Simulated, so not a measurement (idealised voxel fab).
The name of this process module is voxel spacer lines.
Pictured: cross-section cut, 175 nm wide, on a grid of 5 nm square cells.
Cross-section spec: square-cell grid; bands listed top down; each band is one or more rows.
The entry gives the band's vertical extent as a top height and a bottom height in nm, then its horizontal make-up as materials from left to right, each with a width in nm. "empty" stands for empty space; a single material marked "all across" fills the band edge to edge.
Convention: height 0 is the level below which the wafer, as received, is all one material. The lowest band does not terminate at the bottom but continues downward, represented as "z 0 and below".
The notation "30..40" denotes a width that varies across the rows of cells in the band, beginning at the first number in the top row, finishing at the second number in the bottom row, and changing by an identical amount from each row to the next.
Given "remained unchanged" for a step, no cell of the cross-section differs between before and after that step.
Entry "Enclosed internal cavities" = empty spaces >= 8 cells with no open way to the top; each as width x height at distance, distance from left edge, all nm.
Read whatever lies past the settings on a step's line as the simulator's own remark about the step.
overlay nm: where the mask lay relative to plan, measured to the right, on steps with a mask; negatives go left.

-- Steps planned for the process
1,RECEIVE (material Si)
2,CONFORMAL_DEP (material Al2O3; thk nm 5)
3,DIRECTIONAL_DEP (material TiN; thk nm 20)
4,DIRECTIONAL_DEP (material aC; thk nm 30)
5,PATTERN (tone cover; mask id MANDREL; material resist; width nm 20; pitch nm 60; thk nm 40; overlay nm 0)
6,DIRECTIONAL_ETCH (etch materials aC; depth nm 30)
7,STRIP (etch materials resist)
8,CONFORMAL_DEP (material SiO2; thk nm 10)
9,DIRECTIONAL_ETCH (etch materials SiO2; depth nm 10)
10,STRIP (etch materials aC)
11,DIRECTIONAL_ETCH (etch materials TiN; depth nm 20)
12,STRIP (etch materials SiO2)

-- This is the cross-section of the wafer as we received it, i.e. after step 1
	z 0 and below  Si all across
	Enclosed internal cavities: none

-- Looking at the first of two wafers in cross-section at end of module - ran to plan
	z 25 to 5  5 empty  10 TiN  20 empty  10 TiN  20 empty  10 TiN  20 empty  10 TiN  20 empty  10 TiN  20 empty  10 TiN  10 empty
	z 5 to 0  Al2O3 all across
	z 0 and below  Si all across
	Enclosed internal cavities: none

-- Cross-section at end of module for the second wafer of two, which matched the first in starting point and plan and differed by one mistake in its processing
	z 25 to 5  15 empty  20 TiN  40 empty  20 TiN  40 empty  20 TiN  20 empty
	z 5 to 0  Al2O3 all across
	z 0 and below  Si all across
	Enclosed internal cavities: none
Heads up, the wafer didn't run the way we planned it: note that step 5 departed from the planned setting and was carried out as PATTERN (tone open; mask id MANDREL; material resist; width nm 20; pitch nm 60; thk nm 40; overlay nm 0)
End check, second vs first wafer: material counts in cells match, positions do not.
